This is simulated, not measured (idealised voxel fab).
process module | voxel fin reveal
cross-section cut | 275 nm wide | cells 5 nm
A cross-section is a grid of square cells, given in bands from the top down. A band is one or more rows of cells.
Each band's line starts with the height of the band's top and of its bottom, in nm. Then come its materials from left to right, each with its width in nm. One material with "throughout" fills the band from edge to edge. "air" is empty space.
Height 0 is the level under which the wafer as received is all one material. The lowest band goes on downwards, as in "0 down".
A width such as "30 to 40" changes by the same amount from each row of cells to the next, from the band's top row to its bottom row.
"no change" after a step means that no cell of the cross-section changed.
closed voids: empty space of 8 cells or more with no open way to the top, each as width x height at its distance from the left edge, in nm
after a step's settings: what the simulator itself notes on the step
overlay nm, on a step with a mask: how far to the right of its planned place the mask lay; to the left if negative
Each pair below shows a cross-section before one step and the cross-section after it, down to the lowest band that changed. The line under each pair gives the step between them, with its settings. The pairs can come from different runs of this module on the same starting wafer, so a pair continues from the pair above only where its "before" says so.
before
  0 down: Si throughout
  closed voids: none
after
  10 to 0: SiN throughout
  below 0: unchanged
  closed voids: none
the step between: op CONFORMAL_DEP | material SiN | thk nm 10
before: the cross-section after the pair above
after
  30 to 10: air 110 | resist 15 | air 20 | resist 15 | air 115
  below 10: unchanged
  closed voids: none
the step between: op PATTERN | tone cover | mask id FINS | material resist | width nm 15 | pitch nm 35 | thk nm 20 | overlay nm 0
before: the cross-section after the pair above
after
  30 to 10: air 110 | resist 15 | air 20 | resist 15 | air 115
  10 to 0: air 110 | SiN 15 | air 20 | SiN 15 | air 115
  below 0: unchanged
  closed voids: none
the step between: op DIRECTIONAL_ETCH | etch materials SiN | depth nm 10
before: the cross-section after the pair above
after
  30 to 10: air 110 | resist 15 | air 20 | resist 15 | air 115
  10 to 0: air 110 | SiN 15 | air 20 | SiN 15 | air 115
  0 to -40: air 110 | Si 15 | air 20 | Si 15 | air 115
  below -40: unchanged
  closed voids: none
the step between: op DIRECTIONAL_ETCH | etch materials Si | depth nm 40
before: the cross-section after the pair above
after
  10 to 0: air 110 | SiN 15 | air 20 | SiN 15 | air 115
  below 0: unchanged
  closed voids: none
the step between: op STRIP | etch materials resist
before: the cross-section after the pair above
after
  10 to 0: air 110 | SiN 15 | air 20 | SiN 15 | air 115
  0 to -40: air 110 | SiO2 5 | Si 5 | SiO2 5 | air 20 | SiO2 5 | Si 5 | SiO2 5 | air 115
  -40 to -45: SiO2 115 | Si 5 | SiO2 30 | Si 5 | SiO2 120
  below -45: unchanged
  closed voids: none
the step between: op OXIDIZE | depth nm 5
before: the cross-section after the pair above
after
  25 to 10: SiO2 throughout
  10 to 0: SiO2 110 | SiN 15 | SiO2 20 | SiN 15 | SiO2 115
  0 to -45: SiO2 115 | Si 5 | SiO2 30 | Si 5 | SiO2 120
  below -45: unchanged
  closed voids: none
the step between: op FILL_DEP | material SiO2 | thk nm 15
before: the cross-section after the pair above
after
  10 to 0: SiO2 110 | SiN 15 | SiO2 20 | SiN 15 | SiO2 115
  below 0: unchanged
  closed voids: none
the step between: op CMP | height nm 10
before: the cross-section after the pair above
after
  10 to 0: air 110 | SiN 15 | air 20 | SiN 15 | air 115
  0 to -15: air 115 | Si 5 | air 30 | Si 5 | air 120
  below -15: unchanged
  closed voids: none
the step between: op SELECTIVE_ETCH | etch materials SiO2 | depth nm 25
before: the cross-section after the pair above
after
  0 to -15: air 115 | Si 5 | air 30 | Si 5 | air 120
  below -15: unchanged
  closed voids: none
the step between: op STRIP | etch materials SiN
before: the cross-section after the pair above
after
  5 to 0: air 110 | HfO2 15 | air 20 | HfO2 15 | air 115
  0 to -10: air 110 | HfO2 5 | Si 5 | HfO2 5 | air 20 | HfO2 5 | Si 5 | HfO2 5 | air 115
  -10 to -15: HfO2 115 | Si 5 | HfO2 30 | Si 5 | HfO2 120
  below -15: unchanged
  closed voids: none
the step between: op CONFORMAL_DEP | material HfO2 | thk nm 5
before
  10 to 0: air 110 | SiN 15 | air 20 | SiN 15 | air 115
  0 to -15: air 115 | Si 5 | air 30 | Si 5 | air 120
  -15 to -45: SiO2 115 | Si 5 | SiO2 30 | Si 5 | SiO2 120
  -45 down: Si throughout
  closed voids: none
after
  10 to 0: air 110 | SiN 15 | air 20 | SiN 15 | air 115
  0 to -40: air 115 | Si 5 | air 30 | Si 5 | air 120
  below -40: unchanged
  closed voids: none
the step between: op SELECTIVE_ETCH | etch materials SiO2 | depth nm 25
before: the cross-section after the pair above
after
  0 to -40: air 115 | Si 5 | air 30 | Si 5 | air 120
  below -40: unchanged
  closed voids: none
the step between: op STRIP | etch materials SiN
before: the cross-section after the pair above
after
  5 to 0: air 110 | HfO2 15 | air 20 | HfO2 15 | air 115
  0 to -35: air 110 | HfO2 5 | Si 5 | HfO2 5 | air 20 | HfO2 5 | Si 5 | HfO2 5 | air 115
  -35 to -40: HfO2 115 | Si 5 | HfO2 30 | Si 5 | HfO2 120
  below -40: unchanged
  closed voids: none
the step between: op CONFORMAL_DEP | material HfO2 | thk nm 5
before
  10 to 0: SiO2 110 | SiN 15 | SiO2 20 | SiN 15 | SiO2 115
  0 to -45: SiO2 115 | Si 5 | SiO2 30 | Si 5 | SiO2 120
  -45 down: Si throughout
  closed voids: none
after
  10 to 0: SiO2 110 | air 15 | SiO2 20 | air 15 | SiO2 115
  below 0: unchanged
  closed voids: none
the step between: op STRIP | etch materials SiN
before: the cross-section after the pair above
after
  0 to -15: air 115 | Si 5 | air 30 | Si 5 | air 120
  -15 to -25: SiO2 85 | air 30 | Si 5 | air 30 | Si 5 | air 30 | SiO2 90
  below -25: unchanged
  closed voids: none
the step between: op SELECTIVE_ETCH | etch materials SiO2 | depth nm 25
before: the cross-section after the pair above
after
  5 to 0: air 110 | HfO2 15 | air 20 | HfO2 15 | air 115
  0 to -10: air 110 | HfO2 5 | Si 5 | HfO2 5 | air 20 | HfO2 5 | Si 5 | HfO2 5 | air 115
  -10 to -15: HfO2 90 | air 20 | HfO2 5 | Si 5 | HfO2 5 | air 20 | HfO2 5 | Si 5 | HfO2 5 | air 20 | HfO2 95
  -15 to -20: SiO2 85 | HfO2 5 | air 20 | HfO2 5 | Si 5 | HfO2 5 | air 20 | HfO2 5 | Si 5 | HfO2 5 | air 20 | HfO2 5 | SiO2 90
  -20 to -25: SiO2 85 | HfO2 30 | Si 5 | HfO2 30 | Si 5 | HfO2 30 | SiO2 90
  below -25: unchanged
  closed voids: none
the step between: op CONFORMAL_DEP | material HfO2 | thk nm 5
before
  0 to -15: air 115 | Si 5 | air 30 | Si 5 | air 120
  -15 to -45: SiO2 115 | Si 5 | SiO2 30 | Si 5 | SiO2 120
  -45 down: Si throughout
  closed voids: none
after
  15 to 0: air 100 | HfO2 70 | air 105
  0 to -15: HfO2 115 | Si 5 | HfO2 30 | Si 5 | HfO2 120
  below -15: unchanged
  closed voids: none
the step between: op CONFORMAL_DEP | material HfO2 | thk nm 15
before
  10 to 0: SiN throughout
  0 down: Si throughout
  closed voids: none
after
  30 to 10: air 110 | resist 20 | air 15 | resist 20 | air 110
  below 10: unchanged
  closed voids: none
the step between: op PATTERN | tone cover | mask id FINS | material resist | width nm 20 | pitch nm 35 | thk nm 20 | overlay nm 0
before: the cross-section after the pair above
after
  30 to 10: air 110 | resist 20 | air 15 | resist 20 | air 110
  10 to 0: air 110 | SiN 20 | air 15 | SiN 20 | air 110
  below 0: unchanged
  closed voids: none
the step between: op DIRECTIONAL_ETCH | etch materials SiN | depth nm 10
before: the cross-section after the pair above
after
  30 to 10: air 110 | resist 20 | air 15 | resist 20 | air 110
  10 to 0: air 110 | SiN 20 | air 15 | SiN 20 | air 110
  0 to -40: air 110 | Si 20 | air 15 | Si 20 | air 110
  below -40: unchanged
  closed voids: none
the step between: op DIRECTIONAL_ETCH | etch materials Si | depth nm 40
before: the cross-section after the pair above
after
  10 to 0: air 110 | SiN 20 | air 15 | SiN 20 | air 110
  below 0: unchanged
  closed voids: none
the step between: op STRIP | etch materials resist
before: the cross-section after the pair above
after
  10 to 0: air 110 | SiN 20 | air 15 | SiN 20 | air 110
  0 to -40: air 110 | SiO2 5 | Si 10 | SiO2 5 | air 15 | SiO2 5 | Si 10 | SiO2 5 | air 110
  -40 to -45: SiO2 115 | Si 10 | SiO2 25 | Si 10 | SiO2 115
  below -45: unchanged
  closed voids: none
the step between: op OXIDIZE | depth nm 5
before: the cross-section after the pair above
after
  25 to 10: SiO2 throughout
  10 to 0: SiO2 110 | SiN 20 | SiO2 15 | SiN 20 | SiO2 110
  0 to -45: SiO2 115 | Si 10 | SiO2 25 | Si 10 | SiO2 115
  below -45: unchanged
  closed voids: none
the step between: op FILL_DEP | material SiO2 | thk nm 15
before: the cross-section after the pair above
after
  10 to 0: SiO2 110 | SiN 20 | SiO2 15 | SiN 20 | SiO2 110
  below 0: unchanged
  closed voids: none
the step between: op CMP | height nm 10
before: the cross-section after the pair above
after
  10 to 0: air 110 | SiN 20 | air 15 | SiN 20 | air 110
  0 to -15: air 115 | Si 10 | air 25 | Si 10 | air 115
  below -15: unchanged
  closed voids: none
the step between: op SELECTIVE_ETCH | etch materials SiO2 | depth nm 25
before: the cross-section after the pair above
after
  0 to -15: air 115 | Si 10 | air 25 | Si 10 | air 115
  below -15: unchanged
  closed voids: none
the step between: op STRIP | etch materials SiN
before: the cross-section after the pair above
after
  5 to 0: air 110 | HfO2 20 | air 15 | HfO2 20 | air 110
  0 to -10: air 110 | HfO2 5 | Si 10 | HfO2 5 | air 15 | HfO2 5 | Si 10 | HfO2 5 | air 110
  -10 to -15: HfO2 115 | Si 10 | HfO2 25 | Si 10 | HfO2 115
  below -15: unchanged
  closed voids: none
the step between: op CONFORMAL_DEP | material HfO2 | thk nm 5
before
  10 to 0: SiN throughout
  0 down: Si throughout
  closed voids: none
after
  30 to 10: air 100 | resist 15 | air 20 | resist 15 | air 125
  below 10: unchanged
  closed voids: none
the step between: op PATTERN | tone cover | mask id FINS | material resist | width nm 15 | pitch nm 35 | thk nm 20 | overlay nm -10
before: the cross-section after the pair above
after
  30 to 10: air 100 | resist 15 | air 20 | resist 15 | air 125
  10 to 0: air 100 | SiN 15 | air 20 | SiN 15 | air 125
  below 0: unchanged
  closed voids: none
the step between: op DIRECTIONAL_ETCH | etch materials SiN | depth nm 10
before: the cross-section after the pair above
after
  30 to 10: air 100 | resist 15 | air 20 | resist 15 | air 125
  10 to 0: air 100 | SiN 15 | air 20 | SiN 15 | air 125
  0 to -40: air 100 | Si 15 | air 20 | Si 15 | air 125
  below -40: unchanged
  closed voids: none
the step between: op DIRECTIONAL_ETCH | etch materials Si | depth nm 40
before: the cross-section after the pair above
after
  10 to 0: air 100 | SiN 15 | air 20 | SiN 15 | air 125
  below 0: unchanged
  closed voids: none
the step between: op STRIP | etch materials resist
before: the cross-section after the pair above
after
  10 to 0: air 100 | SiN 15 | air 20 | SiN 15 | air 125
  0 to -40: air 100 | SiO2 5 | Si 5 | SiO2 5 | air 20 | SiO2 5 | Si 5 | SiO2 5 | air 125
  -40 to -45: SiO2 105 | Si 5 | SiO2 30 | Si 5 | SiO2 130
  below -45: unchanged
  closed voids: none
the step between: op OXIDIZE | depth nm 5
before: the cross-section after the pair above
after
  25 to 10: SiO2 throughout
  10 to 0: SiO2 100 | SiN 15 | SiO2 20 | SiN 15 | SiO2 125
  0 to -45: SiO2 105 | Si 5 | SiO2 30 | Si 5 | SiO2 130
  below -45: unchanged
  closed voids: none
the step between: op FILL_DEP | material SiO2 | thk nm 15
before: the cross-section after the pair above
after
  10 to 0: SiO2 100 | SiN 15 | SiO2 20 | SiN 15 | SiO2 125
  below 0: unchanged
  closed voids: none
the step between: op CMP | height nm 10
before: the cross-section after the pair above
after
  10 to 0: air 100 | SiN 15 | air 20 | SiN 15 | air 125
  0 to -15: air 105 | Si 5 | air 30 | Si 5 | air 130
  below -15: unchanged
  closed voids: none
the step between: op SELECTIVE_ETCH | etch materials SiO2 | depth nm 25
before: the cross-section after the pair above
after
  0 to -15: air 105 | Si 5 | air 30 | Si 5 | air 130
  below -15: unchanged
  closed voids: none
the step between: op STRIP | etch materials SiN
before: the cross-section after the pair above
after
  5 to 0: air 100 | HfO2 15 | air 20 | HfO2 15 | air 125
  0 to -10: air 100 | HfO2 5 | Si 5 | HfO2 5 | air 20 | HfO2 5 | Si 5 | HfO2 5 | air 125
  -10 to -15: HfO2 105 | Si 5 | HfO2 30 | Si 5 | HfO2 130
  below -15: unchanged
  closed voids: none
the step between: op CONFORMAL_DEP | material HfO2 | thk nm 5
before
  0 down: Si throughout
  closed voids: none
after
  10 to 0: HfO2 throughout
  below 0: unchanged
  closed voids: none
the step between: op CONFORMAL_DEP | material HfO2 | thk nm 10
before: the cross-section after the pair above
after
  30 to 10: air 110 | resist 15 | air 20 | resist 15 | air 115
  below 10: unchanged
  closed voids: none
the step between: op PATTERN | tone cover | mask id FINS | material resist | width nm 15 | pitch nm 35 | thk nm 20 | overlay nm 0
before: the cross-section after the pair above
after
  10 to 0: HfO2 throughout
  below 0: unchanged
  closed voids: none
the step between: op STRIP | etch materials resist
before: the cross-section after the pair above
after
  25 to 10: SiO2 throughout
  below 10: unchanged
  closed voids: none
the step between: op FILL_DEP | material SiO2 | thk nm 15
before: the cross-section after the pair above
after
  10 to 0: HfO2 throughout
  below 0: unchanged
  closed voids: none
the step between: op CMP | height nm 10
before: the cross-section after the pair above
after
  15 to 0: HfO2 throughout
  below 0: unchanged
  closed voids: none
the step between: op CONFORMAL_DEP | material HfO2 | thk nm 5
before
  10 to 0: SiN throughout
  0 down: Si throughout
  closed voids: none
after
  30 to 10: resist 110 | air 15 | resist 20 | air 15 | resist 115
  below 10: unchanged
  closed voids: none
the step between: op PATTERN | tone open | mask id FINS | material resist | width nm 15 | pitch nm 35 | thk nm 20 | overlay nm 0
before: the cross-section after the pair above
after
  30 to 10: resist 110 | air 15 | resist 20 | air 15 | resist 115
  10 to 0: SiN 110 | air 15 | SiN 20 | air 15 | SiN 115
  below 0: unchanged
  closed voids: none
the step between: op DIRECTIONAL_ETCH | etch materials SiN | depth nm 10
before: the cross-section after the pair above
after
  30 to 10: resist 110 | air 15 | resist 20 | air 15 | resist 115
  10 to 0: SiN 110 | air 15 | SiN 20 | air 15 | SiN 115
  0 to -40: Si 110 | air 15 | Si 20 | air 15 | Si 115
  below -40: unchanged
  closed voids: none
the step between: op DIRECTIONAL_ETCH | etch materials Si | depth nm 40
before: the cross-section after the pair above
after
  10 to 0: SiN 110 | air 15 | SiN 20 | air 15 | SiN 115
  below 0: unchanged
  closed voids: none
the step between: op STRIP | etch materials resist
before: the cross-section after the pair above
after
  10 to 0: SiN 110 | air 15 | SiN 20 | air 15 | SiN 115
  0 to -40: Si 105 | SiO2 5 | air 15 | SiO2 5 | Si 10 | SiO2 5 | air 15 | SiO2 5 | Si 110
  -40 to -45: Si 105 | SiO2 25 | Si 10 | SiO2 25 | Si 110
  below -45: unchanged
  closed voids: none
the step between: op OXIDIZE | depth nm 5
before: the cross-section after the pair above
after
  25 to 10: SiO2 throughout
  10 to 0: SiN 110 | SiO2 15 | SiN 20 | SiO2 15 | SiN 115
  0 to -45: Si 105 | SiO2 25 | Si 10 | SiO2 25 | Si 110
  below -45: unchanged
  closed voids: none
the step between: op FILL_DEP | material SiO2 | thk nm 15
before: the cross-section after the pair above
after
  10 to 0: SiN 110 | SiO2 15 | SiN 20 | SiO2 15 | SiN 115
  below 0: unchanged
  closed voids: none
the step between: op CMP | height nm 10
before: the cross-section after the pair above
after
  10 to 0: SiN 110 | air 15 | SiN 20 | air 15 | SiN 115
  0 to -15: Si 105 | air 25 | Si 10 | air 25 | Si 110
  below -15: unchanged
  closed voids: none
the step between: op SELECTIVE_ETCH | etch materials SiO2 | depth nm 25
before: the cross-section after the pair above
after
  0 to -15: Si 105 | air 25 | Si 10 | air 25 | Si 110
  below -15: unchanged
  closed voids: none
the step between: op STRIP | etch materials SiN
before: the cross-section after the pair above
after
  5 to 0: HfO2 110 | air 15 | HfO2 20 | air 15 | HfO2 115
  0 to -10: Si 105 | HfO2 5 | air 15 | HfO2 5 | Si 10 | HfO2 5 | air 15 | HfO2 5 | Si 110
  -10 to -15: Si 105 | HfO2 25 | Si 10 | HfO2 25 | Si 110
  below -15: unchanged
  closed voids: none
the step between: op CONFORMAL_DEP | material HfO2 | thk nm 5
